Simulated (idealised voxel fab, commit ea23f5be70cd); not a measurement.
process module | voxel lift off
cross-section cut | 170 nm wide | cells 5 nm
A cross-section is a grid of square cells, given in bands from the top down. A band is one or more rows of cells.
Each band's line starts with the height of the band's top and of its bottom, in nm. Then come its materials from left to right, each with its width in nm. One material with "throughout" fills the band from edge to edge. "air" is empty space.
Height 0 is the level under which the wafer as received is all one material. The lowest band goes on downwards, as in "0 down".
A width such as "30 to 40" changes by the same amount from each row of cells to the next, from the band's top row to its bottom row.
"no change" after a step means that no cell of the cross-section changed.
closed voids: empty space of 8 cells or more with no open way to the top, each as width x height at its distance from the left edge, in nm
after a step's settings: what the simulator itself notes on the step
overlay nm, on a step with a mask: how far to the right of its planned place the mask lay; to the left if negative
plan
1 op RECEIVE | material Si
2 op CONFORMAL_DEP | material Al2O3 | thk nm 15
3 op PATTERN | tone open | mask id LINES | material resist | width nm 25 | pitch nm 50 | thk nm 30 | overlay nm 0
4 op DIRECTIONAL_DEP | material Ru | thk nm 15
5 op STRIP | etch materials resist
6 op CONFORMAL_DEP | material SiN | thk nm 5
first wafer, as planned
as received, after step 1
  0 down: Si throughout
  closed voids: none
after step 2
  15 to 0: Al2O3 throughout
  below 0: unchanged
after step 3
  45 to 15: resist 45 | air 25 | resist 25 | air 25 | resist 50
  below 15: unchanged
after step 4
  60 to 45: Ru 45 | air 25 | Ru 25 | air 25 | Ru 50
  45 to 30: resist 45 | air 25 | resist 25 | air 25 | resist 50
  30 to 15: resist 45 | Ru 25 | resist 25 | Ru 25 | resist 50
  below 15: unchanged
after step 5
  30 to 15: air 45 | Ru 25 | air 25 | Ru 25 | air 50
  below 15: unchanged
after step 6
  35 to 30: air 40 | SiN 35 | air 15 | SiN 35 | air 45
  30 to 20: air 40 | SiN 5 | Ru 25 | SiN 5 | air 15 | SiN 5 | Ru 25 | SiN 5 | air 45
  20 to 15: SiN 45 | Ru 25 | SiN 25 | Ru 25 | SiN 50
  below 15: unchanged
second wafer: like start, like plan, one mistake. Through step 2 it matches the first wafer
when step 3 should have ended
  45 to 15: air 45 | resist 25 | air 25 | resist 25 | air 50
  below 15: unchanged
when step 4 should have ended
  60 to 45: air 45 | Ru 25 | air 25 | Ru 25 | air 50
  45 to 30: air 45 | resist 25 | air 25 | resist 25 | air 50
  30 to 15: Ru 45 | resist 25 | Ru 25 | resist 25 | Ru 50
  below 15: unchanged
when step 5 should have ended
  30 to 15: Ru 45 | air 25 | Ru 25 | air 25 | Ru 50
  below 15: unchanged
when step 6 should have ended
  35 to 30: SiN 50 | air 15 | SiN 35 | air 15 | SiN 55
  30 to 20: Ru 45 | SiN 5 | air 15 | SiN 5 | Ru 25 | SiN 5 | air 15 | SiN 5 | Ru 50
  20 to 15: Ru 45 | SiN 25 | Ru 25 | SiN 25 | Ru 50
  below 15: unchanged
what went wrong: step 3 ran as: op PATTERN | tone cover | mask id LINES | material resist | width nm 25 | pitch nm 50 | thk nm 30 | overlay nm 0
at the end the second wafer has, in cells: 42 more of Ru
